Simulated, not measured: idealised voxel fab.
The name of this process module is voxel wiring stack.
Shown is cross-section cut, with a width of 205 nm and square cells of size 5 nm.
Format of a cross-section: grid, square cells. Given as bands. Order: top down. Band: one or more rows of cells. Heights first: top, then bottom, in nm. Then materials, left to right, each with a width in nm. "full width" on a single material: fills the band edge to edge. "blank": empty space. Basically, 0 is our baseline, since under it the wafer straight out of the box is all one material. The bottom band has no lower end and keeps on going down, so it looks like "from 0 down". So if you see something like "30..40" for the width, read it as the top row of the band sitting at the first number and the bottom row at the second, with every row in between moving by the same amount as the last. Where a step carries "no modification", the cross-section came out of it unchanged, cell for cell. "Enclosed empty spaces" specifies each empty space that is not open to the top and that occupies no fewer than 8 cells, using the form width x height at distance, the distance measured from the left edge and all three quantities in nm. What comes after the settings on a step's line is commentary from the simulator itself on that step. Steps that use a mask can have "overlay nm" on their line. It says how far the mask sat to the right of where it was meant to be. Negative means to the left.
Planned step list for the process:
1,RECEIVE: material Si
2,CONFORMAL_DEP: material SiO2, thk nm 15
3,DIRECTIONAL_DEP: material TiN, thk nm 5
4,DIRECTIONAL_DEP: material W, thk nm 15
5,MASKED_ETCH: tone cover, mask id METAL_1, width nm 25, pitch nm 55, etch materials W, depth nm 15, overlay nm 0
6,MASKED_ETCH: tone cover, mask id METAL_1, width nm 25, pitch nm 55, etch materials TiN, depth nm 5, overlay nm 0
7,CONFORMAL_DEP: material SiCN, thk nm 5
8,FILL_DEP: material SiO2, thk nm 10
9,CMP: height nm 35
10,CONFORMAL_DEP: material SiCN, thk nm 5
11,DIRECTIONAL_DEP: material SiO2, thk nm 20
12,PATTERN: tone open, mask id PLUG_1, material resist, width nm 15, pitch nm 55, thk nm 15, overlay nm 0
13,DIRECTIONAL_ETCH: etch materials SiO2, depth nm 20
14,DIRECTIONAL_ETCH: etch materials SiCN, depth nm 5
15,STRIP: etch materials resist
16,CONFORMAL_DEP: material TiN, thk nm 5
17,FILL_DEP: material Cu, thk nm 5
18,CMP: height nm 60
19,CONFORMAL_DEP: material SiCN, thk nm 5
20,DIRECTIONAL_DEP: material lowk, thk nm 15
21,DIRECTIONAL_DEP: material aC, thk nm 10
22,PATTERN: tone open, mask id METAL_2, material resist, width nm 25, pitch nm 55, thk nm 25, overlay nm 0
23,DIRECTIONAL_ETCH: etch materials aC, depth nm 10
24,STRIP: etch materials resist
25,DIRECTIONAL_ETCH: etch materials lowk, depth nm 15
26,DIRECTIONAL_ETCH: etch materials SiCN, depth nm 5
27,STRIP: etch materials aC
28,CONFORMAL_DEP: material TiN, thk nm 5
29,FILL_DEP: material Cu, thk nm 10
30,CMP: height nm 80
31,CONFORMAL_DEP: material SiCN, thk nm 5
32,DIRECTIONAL_DEP: material SiO2, thk nm 15
33,PATTERN: tone open, mask id PLUG_2, material resist, width nm 15, pitch nm 55, thk nm 20, overlay nm 0
34,DIRECTIONAL_ETCH: etch materials SiO2, depth nm 15
35,DIRECTIONAL_ETCH: etch materials SiCN, depth nm 5
36,STRIP: etch materials resist
37,EPI: material Ru, thk nm 10
38,EPI: material Ru, thk nm 10
39,CONFORMAL_DEP: material SiCN, thk nm 5
40,DIRECTIONAL_DEP: material SiO2, thk nm 20
41,DIRECTIONAL_DEP: material aC, thk nm 10
42,PATTERN: tone open, mask id METAL_3, material resist, width nm 25, pitch nm 55, thk nm 25, overlay nm 0
43,DIRECTIONAL_ETCH: etch materials aC, depth nm 10
44,STRIP: etch materials resist
45,DIRECTIONAL_ETCH: etch materials SiO2, depth nm 20
46,DIRECTIONAL_ETCH: etch materials SiCN, depth nm 5
47,STRIP: etch materials aC
48,CONFORMAL_DEP: material TiN, thk nm 5
49,FILL_DEP: material Ru, thk nm 10
50,CMP: height nm 125
51,CONFORMAL_DEP: material SiN, thk nm 5
The first of the two wafers, which ran as planned:
Cross-section of the wafer as it came to us, i.e., already through step 1:
* from 0 down  Si full width
* Enclosed empty spaces: none
Take a look at the wafer's cross-section after step 2:
* from 15 to 0  SiO2 full width
* For the remainder of the cross-section, below 0, there is no change.
Take a look at the wafer's cross-section after step 3:
* from 20 to 15  TiN full width
* For the remainder of the cross-section, below 15, there is no change.
Take a look at the wafer's cross-section after step 4:
* from 35 to 20  W full width
* For the remainder of the cross-section, below 20, there is no change.
Take a look at the wafer's cross-section after step 5:
* from 35 to 20  blank (60)  W (25)  blank (30)  W (25)  blank (65)
* For the remainder of the cross-section, below 20, there is no change.
Take a look at the wafer's cross-section after step 6:
* from 35 to 20  blank (60)  W (25)  blank (30)  W (25)  blank (65)
* from 20 to 15  blank (60)  TiN (25)  blank (30)  TiN (25)  blank (65)
* For the remainder of the cross-section, below 15, there is no change.
Take a look at the wafer's cross-section after step 7:
* from 40 to 35  blank (55)  SiCN (35)  blank (20)  SiCN (35)  blank (60)
* from 35 to 20  blank (55)  SiCN (5)  W (25)  SiCN (5)  blank (20)  SiCN (5)  W (25)  SiCN (5)  blank (60)
* from 20 to 15  SiCN (60)  TiN (25)  SiCN (30)  TiN (25)  SiCN (65)
* For the remainder of the cross-section, below 15, there is no change.
Take a look at the wafer's cross-section after step 8:
* from 50 to 40  SiO2 full width
* from 40 to 35  SiO2 (55)  SiCN (35)  SiO2 (20)  SiCN (35)  SiO2 (60)
* from 35 to 20  SiO2 (55)  SiCN (5)  W (25)  SiCN (5)  SiO2 (20)  SiCN (5)  W (25)  SiCN (5)  SiO2 (60)
* For the remainder of the cross-section, below 20, there is no change.
Take a look at the wafer's cross-section after step 9:
* from 35 to 20  SiO2 (55)  SiCN (5)  W (25)  SiCN (5)  SiO2 (20)  SiCN (5)  W (25)  SiCN (5)  SiO2 (60)
* For the remainder of the cross-section, below 20, there is no change.
Take a look at the wafer's cross-section after step 10:
* from 40 to 35  SiCN full width
* For the remainder of the cross-section, below 35, there is no change.
Take a look at the wafer's cross-section after step 11:
* from 60 to 40  SiO2 full width
* For the remainder of the cross-section, below 40, there is no change.
Take a look at the wafer's cross-section after step 12:
* from 75 to 60  resist (60)  blank (15)  resist (40)  blank (15)  resist (75)
* For the remainder of the cross-section, below 60, there is no change.
Take a look at the wafer's cross-section after step 13:
* from 75 to 60  resist (60)  blank (15)  resist (40)  blank (15)  resist (75)
* from 60 to 40  SiO2 (60)  blank (15)  SiO2 (40)  blank (15)  SiO2 (75)
* For the remainder of the cross-section, below 40, there is no change.
Take a look at the wafer's cross-section after step 14:
* from 75 to 60  resist (60)  blank (15)  resist (40)  blank (15)  resist (75)
* from 60 to 40  SiO2 (60)  blank (15)  SiO2 (40)  blank (15)  SiO2 (75)
* from 40 to 35  SiCN (60)  blank (15)  SiCN (40)  blank (15)  SiCN (75)
* For the remainder of the cross-section, below 35, there is no change.
Take a look at the wafer's cross-section after step 15:
* from 60 to 40  SiO2 (60)  blank (15)  SiO2 (40)  blank (15)  SiO2 (75)
* For the remainder of the cross-section, below 40, there is no change.
Take a look at the wafer's cross-section after step 16:
* from 65 to 60  TiN (65)  blank (5)  TiN (50)  blank (5)  TiN (80)
* from 60 to 40  SiO2 (60)  TiN (5)  blank (5)  TiN (5)  SiO2 (40)  TiN (5)  blank (5)  TiN (5)  SiO2 (75)
* from 40 to 35  SiCN (60)  TiN (15)  SiCN (40)  TiN (15)  SiCN (75)
* For the remainder of the cross-section, below 35, there is no change.
Take a look at the wafer's cross-section after step 17:
* from 70 to 65  Cu full width
* from 65 to 60  TiN (65)  Cu (5)  TiN (50)  Cu (5)  TiN (80)
* from 60 to 40  SiO2 (60)  TiN (5)  Cu (5)  TiN (5)  SiO2 (40)  TiN (5)  Cu (5)  TiN (5)  SiO2 (75)
* For the remainder of the cross-section, below 40, there is no change.
Take a look at the wafer's cross-section after step 18:
* from 60 to 40  SiO2 (60)  TiN (5)  Cu (5)  TiN (5)  SiO2 (40)  TiN (5)  Cu (5)  TiN (5)  SiO2 (75)
* For the remainder of the cross-section, below 40, there is no change.
Take a look at the wafer's cross-section after step 19:
* from 65 to 60  SiCN full width
* For the remainder of the cross-section, below 60, there is no change.
Take a look at the wafer's cross-section after step 20:
* from 80 to 65  lowk full width
* For the remainder of the cross-section, below 65, there is no change.
Take a look at the wafer's cross-section after step 21:
* from 90 to 80  aC full width
* For the remainder of the cross-section, below 80, there is no change.
Take a look at the wafer's cross-section after step 22:
* from 115 to 90  resist (60)  blank (25)  resist (30)  blank (25)  resist (65)
* For the remainder of the cross-section, below 90, there is no change.
Take a look at the wafer's cross-section after step 23:
* from 105 to 90  resist (60)  blank (25)  resist (30)  blank (25)  resist (65)
* from 90 to 80  aC (60)  blank (25)  aC (30)  blank (25)  aC (65)
* For the remainder of the cross-section, below 80, there is no change.
Take a look at the wafer's cross-section after step 24:
* from 90 to 80  aC (60)  blank (25)  aC (30)  blank (25)  aC (65)
* For the remainder of the cross-section, below 80, there is no change.
Take a look at the wafer's cross-section after step 25:
* from 90 to 80  aC (60)  blank (25)  aC (30)  blank (25)  aC (65)
* from 80 to 65  lowk (60)  blank (25)  lowk (30)  blank (25)  lowk (65)
* For the remainder of the cross-section, below 65, there is no change.
Take a look at the wafer's cross-section after step 26:
* from 90 to 80  aC (60)  blank (25)  aC (30)  blank (25)  aC (65)
* from 80 to 65  lowk (60)  blank (25)  lowk (30)  blank (25)  lowk (65)
* from 65 to 60  SiCN (60)  blank (25)  SiCN (30)  blank (25)  SiCN (65)
* For the remainder of the cross-section, below 60, there is no change.
Take a look at the wafer's cross-section after step 27:
* from 80 to 65  lowk (60)  blank (25)  lowk (30)  blank (25)  lowk (65)
* For the remainder of the cross-section, below 65, there is no change.
Take a look at the wafer's cross-section after step 28:
* from 85 to 80  TiN (65)  blank (15)  TiN (40)  blank (15)  TiN (70)
* from 80 to 65  lowk (60)  TiN (5)  blank (15)  TiN (5)  lowk (30)  TiN (5)  blank (15)  TiN (5)  lowk (65)
* from 65 to 60  SiCN (60)  TiN (25)  SiCN (30)  TiN (25)  SiCN (65)
* For the remainder of the cross-section, below 60, there is no change.
Take a look at the wafer's cross-section after step 29:
* from 95 to 85  Cu full width
* from 85 to 80  TiN (65)  Cu (15)  TiN (40)  Cu (15)  TiN (70)
* from 80 to 65  lowk (60)  TiN (5)  Cu (15)  TiN (5)  lowk (30)  TiN (5)  Cu (15)  TiN (5)  lowk (65)
* For the remainder of the cross-section, below 65, there is no change.
Take a look at the wafer's cross-section after step 30:
* from 80 to 65  lowk (60)  TiN (5)  Cu (15)  TiN (5)  lowk (30)  TiN (5)  Cu (15)  TiN (5)  lowk (65)
* For the remainder of the cross-section, below 65, there is no change.
Take a look at the wafer's cross-section after step 31:
* from 85 to 80  SiCN full width
* For the remainder of the cross-section, below 80, there is no change.
Take a look at the wafer's cross-section after step 32:
* from 100 to 85  SiO2 full width
* For the remainder of the cross-section, below 85, there is no change.
Take a look at the wafer's cross-section after step 33:
* from 120 to 100  resist (60)  blank (15)  resist (40)  blank (15)  resist (75)
* For the remainder of the cross-section, below 100, there is no change.
Take a look at the wafer's cross-section after step 34:
* from 120 to 100  resist (60)  blank (15)  resist (40)  blank (15)  resist (75)
* from 100 to 85  SiO2 (60)  blank (15)  SiO2 (40)  blank (15)  SiO2 (75)
* For the remainder of the cross-section, below 85, there is no change.
Take a look at the wafer's cross-section after step 35:
* from 120 to 100  resist (60)  blank (15)  resist (40)  blank (15)  resist (75)
* from 100 to 85  SiO2 (60)  blank (15)  SiO2 (40)  blank (15)  SiO2 (75)
* from 85 to 80  SiCN (60)  blank (15)  SiCN (40)  blank (15)  SiCN (75)
* For the remainder of the cross-section, below 80, there is no change.
Take a look at the wafer's cross-section after step 36:
* from 100 to 85  SiO2 (60)  blank (15)  SiO2 (40)  blank (15)  SiO2 (75)
* For the remainder of the cross-section, below 85, there is no change.
Take a look at the wafer's cross-section after step 37:
* from 100 to 90  SiO2 (60)  blank (15)  SiO2 (40)  blank (15)  SiO2 (75)
* from 90 to 85  SiO2 (60)  Ru (15)  SiO2 (40)  Ru (15)  SiO2 (75)
* from 85 to 80  SiCN (60)  Ru (15)  SiCN (40)  Ru (15)  SiCN (75)
* For the remainder of the cross-section, below 80, there is no change.
Take a look at the wafer's cross-section after step 38:
* from 100 to 85  SiO2 (60)  Ru (15)  SiO2 (40)  Ru (15)  SiO2 (75)
* For the remainder of the cross-section, below 85, there is no change.
Take a look at the wafer's cross-section after step 39:
* from 105 to 100  SiCN full width
* For the remainder of the cross-section, below 100, there is no change.
Take a look at the wafer's cross-section after step 40:
* from 125 to 105  SiO2 full width
* For the remainder of the cross-section, below 105, there is no change.
Take a look at the wafer's cross-section after step 41:
* from 135 to 125  aC full width
* For the remainder of the cross-section, below 125, there is no change.
Take a look at the wafer's cross-section after step 42:
* from 160 to 135  resist (60)  blank (25)  resist (30)  blank (25)  resist (65)
* For the remainder of the cross-section, below 135, there is no change.
Take a look at the wafer's cross-section after step 43:
* from 150 to 135  resist (60)  blank (25)  resist (30)  blank (25)  resist (65)
* from 135 to 125  aC (60)  blank (25)  aC (30)  blank (25)  aC (65)
* For the remainder of the cross-section, below 125, there is no change.
Take a look at the wafer's cross-section after step 44:
* from 135 to 125  aC (60)  blank (25)  aC (30)  blank (25)  aC (65)
* For the remainder of the cross-section, below 125, there is no change.
Take a look at the wafer's cross-section after step 45:
* from 135 to 125  aC (60)  blank (25)  aC (30)  blank (25)  aC (65)
* from 125 to 105  SiO2 (60)  blank (25)  SiO2 (30)  blank (25)  SiO2 (65)
* For the remainder of the cross-section, below 105, there is no change.
Take a look at the wafer's cross-section after step 46:
* from 135 to 125  aC (60)  blank (25)  aC (30)  blank (25)  aC (65)
* from 125 to 105  SiO2 (60)  blank (25)  SiO2 (30)  blank (25)  SiO2 (65)
* from 105 to 100  SiCN (60)  blank (25)  SiCN (30)  blank (25)  SiCN (65)
* For the remainder of the cross-section, below 100, there is no change.
Take a look at the wafer's cross-section after step 47:
* from 125 to 105  SiO2 (60)  blank (25)  SiO2 (30)  blank (25)  SiO2 (65)
* For the remainder of the cross-section, below 105, there is no change.
Take a look at the wafer's cross-section after step 48:
* from 130 to 125  TiN (65)  blank (15)  TiN (40)  blank (15)  TiN (70)
* from 125 to 105  SiO2 (60)  TiN (5)  blank (15)  TiN (5)  SiO2 (30)  TiN (5)  blank (15)  TiN (5)  SiO2 (65)
* from 105 to 100  SiCN (60)  TiN (25)  SiCN (30)  TiN (25)  SiCN (65)
* For the remainder of the cross-section, below 100, there is no change.
Take a look at the wafer's cross-section after step 49:
* from 140 to 130  Ru full width
* from 130 to 125  TiN (65)  Ru (15)  TiN (40)  Ru (15)  TiN (70)
* from 125 to 105  SiO2 (60)  TiN (5)  Ru (15)  TiN (5)  SiO2 (30)  TiN (5)  Ru (15)  TiN (5)  SiO2 (65)
* For the remainder of the cross-section, below 105, there is no change.
Take a look at the wafer's cross-section after step 50:
* from 125 to 105  SiO2 (60)  TiN (5)  Ru (15)  TiN (5)  SiO2 (30)  TiN (5)  Ru (15)  TiN (5)  SiO2 (65)
* For the remainder of the cross-section, below 105, there is no change.
Take a look at the wafer's cross-section after step 51:
* from 130 to 125  SiN full width
* For the remainder of the cross-section, below 125, there is no change.
Wafer two. Same start, same plan, one slip in execution. Same as wafer one through step 11, inclusive:
Second wafer, section view, time point: scheduled end of step 12:
* from 75 to 60  resist (60)  blank (20)  resist (35)  blank (20)  resist (70)
* For the remainder of the cross-section, below 60, there is no change.
Second wafer, section view, time point: scheduled end of step 13:
* from 75 to 60  resist (60)  blank (20)  resist (35)  blank (20)  resist (70)
* from 60 to 40  SiO2 (60)  blank (20)  SiO2 (35)  blank (20)  SiO2 (70)
* For the remainder of the cross-section, below 40, there is no change.
Second wafer, section view, time point: scheduled end of step 14:
* from 75 to 60  resist (60)  blank (20)  resist (35)  blank (20)  resist (70)
* from 60 to 40  SiO2 (60)  blank (20)  SiO2 (35)  blank (20)  SiO2 (70)
* from 40 to 35  SiCN (60)  blank (20)  SiCN (35)  blank (20)  SiCN (70)
* For the remainder of the cross-section, below 35, there is no change.
Second wafer, section view, time point: scheduled end of step 15:
* from 60 to 40  SiO2 (60)  blank (20)  SiO2 (35)  blank (20)  SiO2 (70)
* For the remainder of the cross-section, below 40, there is no change.
Second wafer, section view, time point: scheduled end of step 16:
* from 65 to 60  TiN (65)  blank (10)  TiN (45)  blank (10)  TiN (75)
* from 60 to 40  SiO2 (60)  TiN (5)  blank (10)  TiN (5)  SiO2 (35)  TiN (5)  blank (10)  TiN (5)  SiO2 (70)
* from 40 to 35  SiCN (60)  TiN (20)  SiCN (35)  TiN (20)  SiCN (70)
* For the remainder of the cross-section, below 35, there is no change.
Second wafer, section view, time point: scheduled end of step 17:
* from 70 to 65  Cu full width
* from 65 to 60  TiN (65)  Cu (10)  TiN (45)  Cu (10)  TiN (75)
* from 60 to 40  SiO2 (60)  TiN (5)  Cu (10)  TiN (5)  SiO2 (35)  TiN (5)  Cu (10)  TiN (5)  SiO2 (70)
* For the remainder of the cross-section, below 40, there is no change.
Second wafer, section view, time point: scheduled end of step 18:
* from 60 to 40  SiO2 (60)  TiN (5)  Cu (10)  TiN (5)  SiO2 (35)  TiN (5)  Cu (10)  TiN (5)  SiO2 (70)
* For the remainder of the cross-section, below 40, there is no change.
Second wafer, section view, time point: scheduled end of step 19:
* from 65 to 60  SiCN full width
* For the remainder of the cross-section, below 60, there is no change.
Second wafer, section view, time point: scheduled end of step 20:
* from 80 to 65  lowk full width
* For the remainder of the cross-section, below 65, there is no change.
Second wafer, section view, time point: scheduled end of step 21:
* from 90 to 80  aC full width
* For the remainder of the cross-section, below 80, there is no change.
Second wafer, section view, time point: scheduled end of step 22:
* from 115 to 90  resist (60)  blank (25)  resist (30)  blank (25)  resist (65)
* For the remainder of the cross-section, below 90, there is no change.
Second wafer, section view, time point: scheduled end of step 23:
* from 105 to 90  resist (60)  blank (25)  resist (30)  blank (25)  resist (65)
* from 90 to 80  aC (60)  blank (25)  aC (30)  blank (25)  aC (65)
* For the remainder of the cross-section, below 80, there is no change.
Second wafer, section view, time point: scheduled end of step 24:
* from 90 to 80  aC (60)  blank (25)  aC (30)  blank (25)  aC (65)
* For the remainder of the cross-section, below 80, there is no change.
Second wafer, section view, time point: scheduled end of step 25:
* from 90 to 80  aC (60)  blank (25)  aC (30)  blank (25)  aC (65)
* from 80 to 65  lowk (60)  blank (25)  lowk (30)  blank (25)  lowk (65)
* For the remainder of the cross-section, below 65, there is no change.
Second wafer, section view, time point: scheduled end of step 26:
* from 90 to 80  aC (60)  blank (25)  aC (30)  blank (25)  aC (65)
* from 80 to 65  lowk (60)  blank (25)  lowk (30)  blank (25)  lowk (65)
* from 65 to 60  SiCN (60)  blank (25)  SiCN (30)  blank (25)  SiCN (65)
* For the remainder of the cross-section, below 60, there is no change.
Second wafer, section view, time point: scheduled end of step 27:
* from 80 to 65  lowk (60)  blank (25)  lowk (30)  blank (25)  lowk (65)
* For the remainder of the cross-section, below 65, there is no change.
Second wafer, section view, time point: scheduled end of step 28:
* from 85 to 80  TiN (65)  blank (15)  TiN (40)  blank (15)  TiN (70)
* from 80 to 65  lowk (60)  TiN (5)  blank (15)  TiN (5)  lowk (30)  TiN (5)  blank (15)  TiN (5)  lowk (65)
* from 65 to 60  SiCN (60)  TiN (25)  SiCN (30)  TiN (25)  SiCN (65)
* For the remainder of the cross-section, below 60, there is no change.
Second wafer, section view, time point: scheduled end of step 29:
* from 95 to 85  Cu full width
* from 85 to 80  TiN (65)  Cu (15)  TiN (40)  Cu (15)  TiN (70)
* from 80 to 65  lowk (60)  TiN (5)  Cu (15)  TiN (5)  lowk (30)  TiN (5)  Cu (15)  TiN (5)  lowk (65)
* For the remainder of the cross-section, below 65, there is no change.
Second wafer, section view, time point: scheduled end of step 30:
* from 80 to 65  lowk (60)  TiN (5)  Cu (15)  TiN (5)  lowk (30)  TiN (5)  Cu (15)  TiN (5)  lowk (65)
* For the remainder of the cross-section, below 65, there is no change.
Second wafer, section view, time point: scheduled end of step 31:
* from 85 to 80  SiCN full width
* For the remainder of the cross-section, below 80, there is no change.
Second wafer, section view, time point: scheduled end of step 32:
* from 100 to 85  SiO2 full width
* For the remainder of the cross-section, below 85, there is no change.
Second wafer, section view, time point: scheduled end of step 33:
* from 120 to 100  resist (60)  blank (15)  resist (40)  blank (15)  resist (75)
* For the remainder of the cross-section, below 100, there is no change.
Second wafer, section view, time point: scheduled end of step 34:
* from 120 to 100  resist (60)  blank (15)  resist (40)  blank (15)  resist (75)
* from 100 to 85  SiO2 (60)  blank (15)  SiO2 (40)  blank (15)  SiO2 (75)
* For the remainder of the cross-section, below 85, there is no change.
Second wafer, section view, time point: scheduled end of step 35:
* from 120 to 100  resist (60)  blank (15)  resist (40)  blank (15)  resist (75)
* from 100 to 85  SiO2 (60)  blank (15)  SiO2 (40)  blank (15)  SiO2 (75)
* from 85 to 80  SiCN (60)  blank (15)  SiCN (40)  blank (15)  SiCN (75)
* For the remainder of the cross-section, below 80, there is no change.
Second wafer, section view, time point: scheduled end of step 36:
* from 100 to 85  SiO2 (60)  blank (15)  SiO2 (40)  blank (15)  SiO2 (75)
* For the remainder of the cross-section, below 85, there is no change.
Second wafer, section view, time point: scheduled end of step 37:
* from 100 to 90  SiO2 (60)  blank (15)  SiO2 (40)  blank (15)  SiO2 (75)
* from 90 to 85  SiO2 (60)  Ru (15)  SiO2 (40)  Ru (15)  SiO2 (75)
* from 85 to 80  SiCN (60)  Ru (15)  SiCN (40)  Ru (15)  SiCN (75)
* For the remainder of the cross-section, below 80, there is no change.
Second wafer, section view, time point: scheduled end of step 38:
* from 100 to 85  SiO2 (60)  Ru (15)  SiO2 (40)  Ru (15)  SiO2 (75)
* For the remainder of the cross-section, below 85, there is no change.
Second wafer, section view, time point: scheduled end of step 39:
* from 105 to 100  SiCN full width
* For the remainder of the cross-section, below 100, there is no change.
Second wafer, section view, time point: scheduled end of step 40:
* from 125 to 105  SiO2 full width
* For the remainder of the cross-section, below 105, there is no change.
Second wafer, section view, time point: scheduled end of step 41:
* from 135 to 125  aC full width
* For the remainder of the cross-section, below 125, there is no change.
Second wafer, section view, time point: scheduled end of step 42:
* from 160 to 135  resist (60)  blank (25)  resist (30)  blank (25)  resist (65)
* For the remainder of the cross-section, below 135, there is no change.
Second wafer, section view, time point: scheduled end of step 43:
* from 150 to 135  resist (60)  blank (25)  resist (30)  blank (25)  resist (65)
* from 135 to 125  aC (60)  blank (25)  aC (30)  blank (25)  aC (65)
* For the remainder of the cross-section, below 125, there is no change.
Second wafer, section view, time point: scheduled end of step 44:
* from 135 to 125  aC (60)  blank (25)  aC (30)  blank (25)  aC (65)
* For the remainder of the cross-section, below 125, there is no change.
Second wafer, section view, time point: scheduled end of step 45:
* from 135 to 125  aC (60)  blank (25)  aC (30)  blank (25)  aC (65)
* from 125 to 105  SiO2 (60)  blank (25)  SiO2 (30)  blank (25)  SiO2 (65)
* For the remainder of the cross-section, below 105, there is no change.
Second wafer, section view, time point: scheduled end of step 46:
* from 135 to 125  aC (60)  blank (25)  aC (30)  blank (25)  aC (65)
* from 125 to 105  SiO2 (60)  blank (25)  SiO2 (30)  blank (25)  SiO2 (65)
* from 105 to 100  SiCN (60)  blank (25)  SiCN (30)  blank (25)  SiCN (65)
* For the remainder of the cross-section, below 100, there is no change.
Second wafer, section view, time point: scheduled end of step 47:
* from 125 to 105  SiO2 (60)  blank (25)  SiO2 (30)  blank (25)  SiO2 (65)
* For the remainder of the cross-section, below 105, there is no change.
Second wafer, section view, time point: scheduled end of step 48:
* from 130 to 125  TiN (65)  blank (15)  TiN (40)  blank (15)  TiN (70)
* from 125 to 105  SiO2 (60)  TiN (5)  blank (15)  TiN (5)  SiO2 (30)  TiN (5)  blank (15)  TiN (5)  SiO2 (65)
* from 105 to 100  SiCN (60)  TiN (25)  SiCN (30)  TiN (25)  SiCN (65)
* For the remainder of the cross-section, below 100, there is no change.
Second wafer, section view, time point: scheduled end of step 49:
* from 140 to 130  Ru full width
* from 130 to 125  TiN (65)  Ru (15)  TiN (40)  Ru (15)  TiN (70)
* from 125 to 105  SiO2 (60)  TiN (5)  Ru (15)  TiN (5)  SiO2 (30)  TiN (5)  Ru (15)  TiN (5)  SiO2 (65)
* For the remainder of the cross-section, below 105, there is no change.
Second wafer, section view, time point: scheduled end of step 50:
* from 125 to 105  SiO2 (60)  TiN (5)  Ru (15)  TiN (5)  SiO2 (30)  TiN (5)  Ru (15)  TiN (5)  SiO2 (65)
* For the remainder of the cross-section, below 105, there is no change.
Second wafer, section view, time point: scheduled end of step 51:
* from 130 to 125  SiN full width
* For the remainder of the cross-section, below 125, there is no change.
Deviation from plan: contrary to plan, step 12 was performed as PATTERN: tone open, mask id PLUG_1, material resist, width nm 20, pitch nm 55, thk nm 15, overlay nm 0
Counted in cells at the end, the second wafer holds more or fewer of these materials than the first: Cu +8; SiCN -2; SiO2 -8; TiN +2
